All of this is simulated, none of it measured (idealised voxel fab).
process module | voxel ribs on slabs
cross-section cut | 190 nm wide | cells 5 nm
A cross-section is a grid of square cells, given in bands from the top down. A band is one or more rows of cells.
Each band's line starts with the height of the band's top and of its bottom, in nm. Then come its materials from left to right, each with its width in nm. One material with "throughout" fills the band from edge to edge. "air" is empty space.
Height 0 is the level under which the wafer as received is all one material. The lowest band goes on downwards, as in "0 down".
A width such as "30 to 40" changes by the same amount from each row of cells to the next, from the band's top row to its bottom row.
"no change" after a step means that no cell of the cross-section changed.
closed voids: empty space of 8 cells or more with no open way to the top, each as width x height at its distance from the left edge, in nm
after a step's settings: what the simulator itself notes on the step
overlay nm, on a step with a mask: how far to the right of its planned place the mask lay; to the left if negative
plan
1 op RECEIVE | material Si
2 op DIRECTIONAL_DEP | material SiO2 | thk nm 25
3 op DIRECTIONAL_DEP | material polySi | thk nm 15
4 op DIRECTIONAL_DEP | material aC | thk nm 15
5 op PATTERN | tone cover | mask id RIB | material resist | width nm 30 | thk nm 30 | overlay nm 0
6 op DIRECTIONAL_ETCH | etch materials aC | depth nm 15
7 op STRIP | etch materials resist
8 op DIRECTIONAL_ETCH | etch materials polySi | depth nm 10
9 op STRIP | etch materials aC
10 op DIRECTIONAL_DEP | material aC | thk nm 10
11 op PATTERN | tone cover | mask id SLAB | material resist | width nm 60 | thk nm 25 | overlay nm 0
12 op DIRECTIONAL_ETCH | etch materials aC | depth nm 10
13 op STRIP | etch materials resist
14 op DIRECTIONAL_ETCH | etch materials polySi | depth nm 5
15 op STRIP | etch materials aC
16 op FILL_DEP | material SiO2 | thk nm 15
17 op CMP | height nm 50
18 op DIRECTIONAL_DEP | material TiN | thk nm 5
19 op DIRECTIONAL_DEP | material aC | thk nm 10
20 op PATTERN | tone cover | mask id HEATER | material resist | width nm 40 | thk nm 30 | overlay nm 0
21 op DIRECTIONAL_ETCH | etch materials aC | depth nm 10
22 op STRIP | etch materials resist
23 op DIRECTIONAL_ETCH | etch materials TiN | depth nm 5
24 op STRIP | etch materials aC
25 op CONFORMAL_DEP | material SiO2 | thk nm 5
first wafer, as planned
as received, after step 1
  0 down: Si throughout
  closed voids: none
after step 2
  25 to 0: SiO2 throughout
  below 0: unchanged
after step 3
  40 to 25: polySi throughout
  below 25: unchanged
after step 4
  55 to 40: aC throughout
  below 40: unchanged
after step 5
  85 to 55: air 80 | resist 30 | air 80
  below 55: unchanged
after step 6
  70 to 55: air 80 | resist 30 | air 80
  55 to 40: air 80 | aC 30 | air 80
  below 40: unchanged
after step 7
  55 to 40: air 80 | aC 30 | air 80
  below 40: unchanged
after step 8
  55 to 40: air 80 | aC 30 | air 80
  40 to 30: air 80 | polySi 30 | air 80
  below 30: unchanged
after step 9
  40 to 30: air 80 | polySi 30 | air 80
  below 30: unchanged
after step 10
  50 to 40: air 80 | aC 30 | air 80
  40 to 30: aC 80 | polySi 30 | aC 80
  below 30: unchanged
after step 11
  75 to 50: air 65 | resist 60 | air 65
  50 to 40: air 65 | resist 15 | aC 30 | resist 15 | air 65
  below 40: unchanged
after step 12
  65 to 50: air 65 | resist 60 | air 65
  50 to 40: air 65 | resist 15 | aC 30 | resist 15 | air 65
  40 to 30: air 65 | aC 15 | polySi 30 | aC 15 | air 65
  below 30: unchanged
after step 13
  50 to 40: air 80 | aC 30 | air 80
  below 40: unchanged
after step 14
  50 to 40: air 80 | aC 30 | air 80
  40 to 30: air 65 | aC 15 | polySi 30 | aC 15 | air 65
  30 to 25: air 65 | polySi 60 | air 65
  below 25: unchanged
after step 15
  40 to 30: air 80 | polySi 30 | air 80
  below 30: unchanged
after step 16
  55 to 40: SiO2 throughout
  40 to 30: SiO2 80 | polySi 30 | SiO2 80
  30 to 25: SiO2 65 | polySi 60 | SiO2 65
  below 25: unchanged
after step 17
  50 to 40: SiO2 throughout
  below 40: unchanged
after step 18
  55 to 50: TiN throughout
  below 50: unchanged
after step 19
  65 to 55: aC throughout
  below 55: unchanged
after step 20
  95 to 65: air 75 | resist 40 | air 75
  below 65: unchanged
after step 21
  85 to 65: air 75 | resist 40 | air 75
  65 to 55: air 75 | aC 40 | air 75
  below 55: unchanged
after step 22
  65 to 55: air 75 | aC 40 | air 75
  below 55: unchanged
after step 23
  65 to 55: air 75 | aC 40 | air 75
  55 to 50: air 75 | TiN 40 | air 75
  below 50: unchanged
after step 24
  55 to 50: air 75 | TiN 40 | air 75
  below 50: unchanged
after step 25
  60 to 55: air 70 | SiO2 50 | air 70
  55 to 50: SiO2 75 | TiN 40 | SiO2 75
  below 50: unchanged
second wafer: like start, like plan, one mistake. Through step 19 it matches the first wafer
when step 20 should have ended
  95 to 65: air 80 | resist 30 | air 80
  below 65: unchanged
when step 21 should have ended
  85 to 65: air 80 | resist 30 | air 80
  65 to 55: air 80 | aC 30 | air 80
  below 55: unchanged
when step 22 should have ended
  65 to 55: air 80 | aC 30 | air 80
  below 55: unchanged
when step 23 should have ended
  65 to 55: air 80 | aC 30 | air 80
  55 to 50: air 80 | TiN 30 | air 80
  below 50: unchanged
when step 24 should have ended
  55 to 50: air 80 | TiN 30 | air 80
  below 50: unchanged
when step 25 should have ended
  60 to 55: air 75 | SiO2 40 | air 75
  55 to 50: SiO2 80 | TiN 30 | SiO2 80
  below 50: unchanged
what went wrong: step 20 ran as: op PATTERN | tone cover | mask id HEATER | material resist | width nm 30 | thk nm 30 | overlay nm 0
at the end the second wafer has, in cells: 2 fewer of TiN
